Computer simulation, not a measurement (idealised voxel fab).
Process module heading - voxel released beams
We display cut, a cross-section 295 nm in width whose square cells are each 5 nm.
Reading order for cross-sections: top band down to bottom band. Underlying form: a grid of square cells. Band size: one or more rows of cells. In this notation a band is specified by the heights of its top and bottom, in that order and in nm, after which its materials appear from left to right, each paired with its width in nm. The word "all across" attached to a single material means that material fills the band from edge to edge; the word "blank" stands for empty space. Below 0: as-received wafer, all one material; heights counted from there. Lowest band: no bottom, goes on down, written "0 and below". With a width like "30..40", each row of cells in the band differs from the next by the same amount, the top row carrying the first number and the bottom row the second. Basically "no alteration" means that step didn't change any cell in the cross-section. Entry "Encapsulated voids". Content: empty spaces with no open connection to the top, size 8 cells or greater. Each: width x height at distance. Distance: from left edge. Unit: nm. It should be noted that, on the line of a given step, the content following the step's settings is a remark produced by the simulator itself with respect to that step. The optional step-line setting "overlay nm" applies to steps with a mask and quantifies how far to the right of its planned location the mask lay, a negative value indicating leftward placement.

Intended process steps
1) RECEIVE (material Si)
2) CONFORMAL_DEP (material Al2O3; thk nm 10)
3) DIRECTIONAL_DEP (material SiO2; thk nm 15)
4) PATTERN (tone open; mask id ANCHOR; material resist; width nm 35; thk nm 20; overlay nm 0)
5) DIRECTIONAL_ETCH (etch materials SiO2; depth nm 15)
6) STRIP (etch materials resist)
7) CONFORMAL_DEP (material SiN; thk nm 15)
8) DIRECTIONAL_DEP (material aC; thk nm 15)
9) PATTERN (tone cover; mask id BEAM; material resist; width nm 115; thk nm 30; overlay nm 0)
10) DIRECTIONAL_ETCH (etch materials aC; depth nm 15)
11) STRIP (etch materials resist)
12) DIRECTIONAL_ETCH (etch materials SiN; depth nm 15)
13) STRIP (etch materials aC)
14) STRIP (etch materials SiO2)

Wafer, first of two, run as planned

Cross-section, incoming material, after step 1
* 0 and below = Si all across
* Encapsulated voids: none

You're looking at a cross-section of the wafer after step 2
* 10 down to 0 = Al2O3 all across
* below 0: unchanged

You're looking at a cross-section of the wafer after step 3
* 25 down to 10 = SiO2 all across
* below 10: unchanged

You're looking at a cross-section of the wafer after step 4
* 45 down to 25 = resist=90, then blank=35, then resist=170
* below 25: unchanged

You're looking at a cross-section of the wafer after step 5
* 45 down to 25 = resist=90, then blank=35, then resist=170
* 25 down to 10 = SiO2=90, then blank=35, then SiO2=170
* below 10: unchanged

You're looking at a cross-section of the wafer after step 6
* 25 down to 10 = SiO2=90, then blank=35, then SiO2=170
* below 10: unchanged

You're looking at a cross-section of the wafer after step 7
* 40 down to 25 = SiN=105, then blank=5, then SiN=185
* 25 down to 10 = SiO2=90, then SiN=35, then SiO2=170
* below 10: unchanged

You're looking at a cross-section of the wafer after step 8
* 55 down to 40 = aC=105, then blank=5, then aC=185
* 40 down to 25 = SiN=105, then aC=5, then SiN=185
* below 25: unchanged

You're looking at a cross-section of the wafer after step 9
* 85 down to 55 = blank=85, then resist=115, then blank=95
* 55 down to 40 = aC=105, then resist=5, then aC=185
* below 40: unchanged

You're looking at a cross-section of the wafer after step 10
* 70 down to 55 = blank=85, then resist=115, then blank=95
* 55 down to 40 = blank=85, then aC=20, then resist=5, then aC=90, then blank=95
* below 40: unchanged

You're looking at a cross-section of the wafer after step 11
* 55 down to 40 = blank=85, then aC=20, then blank=5, then aC=90, then blank=95
* below 40: unchanged

You're looking at a cross-section of the wafer after step 12
* 55 down to 40 = blank=85, then aC=20, then blank=5, then aC=90, then blank=95
* 40 down to 25 = blank=85, then SiN=20, then aC=5, then SiN=90, then blank=95
* below 25: unchanged

You're looking at a cross-section of the wafer after step 13
* 40 down to 25 = blank=85, then SiN=20, then blank=5, then SiN=90, then blank=95
* below 25: unchanged

You're looking at a cross-section of the wafer after step 14
* 40 down to 25 = blank=85, then SiN=20, then blank=5, then SiN=90, then blank=95
* 25 down to 10 = blank=90, then SiN=35, then blank=170
* below 10: unchanged

Now the other wafer: same start, same recipe, but we messed up one thing when running it. Up to and including step 3 it's the same as the first one

Second wafer profile in section, at the moment step 4 of the plan was meant to be complete
* 45 down to 25 = blank=90, then resist=35, then blank=170
* below 25: unchanged

Second wafer profile in section, at the moment step 5 of the plan was meant to be complete
* 45 down to 25 = blank=90, then resist=35, then blank=170
* 25 down to 10 = blank=90, then SiO2=35, then blank=170
* below 10: unchanged

Second wafer profile in section, at the moment step 6 of the plan was meant to be complete
* 25 down to 10 = blank=90, then SiO2=35, then blank=170
* below 10: unchanged

Second wafer profile in section, at the moment step 7 of the plan was meant to be complete
* 40 down to 25 = blank=75, then SiN=65, then blank=155
* 25 down to 10 = SiN=90, then SiO2=35, then SiN=170
* below 10: unchanged

Second wafer profile in section, at the moment step 8 of the plan was meant to be complete
* 55 down to 40 = blank=75, then aC=65, then blank=155
* 40 down to 25 = aC=75, then SiN=65, then aC=155
* below 25: unchanged

Second wafer profile in section, at the moment step 9 of the plan was meant to be complete
* 85 down to 55 = blank=85, then resist=115, then blank=95
* 55 down to 40 = blank=75, then aC=65, then resist=60, then blank=95
* below 40: unchanged

Second wafer profile in section, at the moment step 10 of the plan was meant to be complete
* 70 down to 55 = blank=85, then resist=115, then blank=95
* 55 down to 40 = blank=85, then aC=55, then resist=60, then blank=95
* 40 down to 25 = blank=75, then SiN=65, then aC=60, then blank=95
* below 25: unchanged

Second wafer profile in section, at the moment step 11 of the plan was meant to be complete
* 55 down to 40 = blank=85, then aC=55, then blank=155
* below 40: unchanged

Second wafer profile in section, at the moment step 12 of the plan was meant to be complete
* 55 down to 40 = blank=85, then aC=55, then blank=155
* 40 down to 25 = blank=85, then SiN=55, then aC=60, then blank=95
* 25 down to 10 = blank=75, then SiN=15, then SiO2=35, then SiN=75, then blank=95
* below 10: unchanged

Second wafer profile in section, at the moment step 13 of the plan was meant to be complete
* 40 down to 25 = blank=85, then SiN=55, then blank=155
* below 25: unchanged

Second wafer profile in section, at the moment step 14 of the plan was meant to be complete: no alteration
what went wrong: for step 4, the planned setting was not used; the step was instead run as PATTERN (tone cover; mask id ANCHOR; material resist; width nm 35; thk nm 20; overlay nm 0)
Bottom line after processing is that, in cells, the second wafer is up or down on some materials versus the first: SiO2: 21 more
